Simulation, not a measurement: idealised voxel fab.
Process module in this document: voxel gate over fins
Xsec cut, 210 nm wide, square cell size 5 nm.
Square cells in a grid make up a cross-section in this document, and the grid is given as bands, listed from the top down, each one or more rows of cells.
Band entry format. Leading values: height of top, height of bottom, nm. Remainder: materials in left-to-right order, each with its width in nm. Special words: "throughout" on a single material, which then fills the band edge to edge; "air", empty space.
Height 0 is the level under which the wafer as received is all one material. The lowest band goes on downwards, as in "0 -> down".
Width spec "30->40" -> top row of cells at first value, bottom row at second value, equal per-row change in between.
Where a step carries "all unchanged", the cross-section came out of it unchanged, cell for cell.
Look at "Catalogued sealed voids" for the closed voids: empty spaces with no open path to the top, sized 8 cells or up. Each is width x height at distance, distance from the left edge, all nm.
It should be noted that, on the line of a given step, the content following the step's settings is a remark produced by the simulator itself with respect to that step.
When a step includes a mask, the "overlay nm" setting on its line states how far to the right of its planned place that mask lay, and negative values state how far to the left.
[Planned step list for the process]
| 1 | RECEIVE, material Si |
| 2 | CONFORMAL_DEP, material SiN, thk nm 10 |
| 3 | MASKED_ETCH, tone cover, mask id FINS, width nm 15, pitch nm 40, etch materials SiN, depth nm 10, overlay nm 0 |
| 4 | MASKED_ETCH, tone cover, mask id FINS, width nm 15, pitch nm 40, etch materials Si, depth nm 35, overlay nm 0 |
| 5 | OXIDIZE, depth nm 5 |
| 6 | FILL_DEP, material SiO2, thk nm 15 |
| 7 | CMP, height nm 10 |
| 8 | SELECTIVE_ETCH, etch materials SiO2, depth nm 20 |
| 9 | STRIP, etch materials SiN |
| 10 | CONFORMAL_DEP, material HfO2, thk nm 5 |
| 11 | CONFORMAL_DEP, material TiN, thk nm 5 |
| 12 | FILL_DEP, material W, thk nm 15 |
| 13 | CMP, height nm 20 |
| 14 | CONFORMAL_DEP, material SiN, thk nm 5 |
[Cross-section of the incoming wafer, state after step 1]
    0 -> down  Si throughout
    Catalogued sealed voids: none
[The cross-section shown corresponds to the wafer at the conclusion of the module. The initial structure and the process plan are those presented above; however, one mistake occurred in executing the plan]
    25 -> 20  SiN throughout
    20 -> 10  W=60, then TiN=85, then W=65
    10 -> 5  TiN throughout
    5 -> 0  TiN=75, then HfO2=15, then TiN=25, then HfO2=15, then TiN=80
    0 -> -5  TiN=75, then HfO2=5, then Si=5, then HfO2=5, then TiN=25, then HfO2=5, then Si=5, then HfO2=5, then TiN=80
    -5 -> -10  HfO2=80, then Si=5, then HfO2=35, then Si=5, then HfO2=85
    -10 -> -40  SiO2=80, then Si=5, then SiO2=35, then Si=5, then SiO2=85
    -40 -> down  Si throughout
    Catalogued sealed voids: none
Diagnosis: step 11 was processed under conditions differing from the plan, specifically as CONFORMAL_DEP, material TiN, thk nm 15
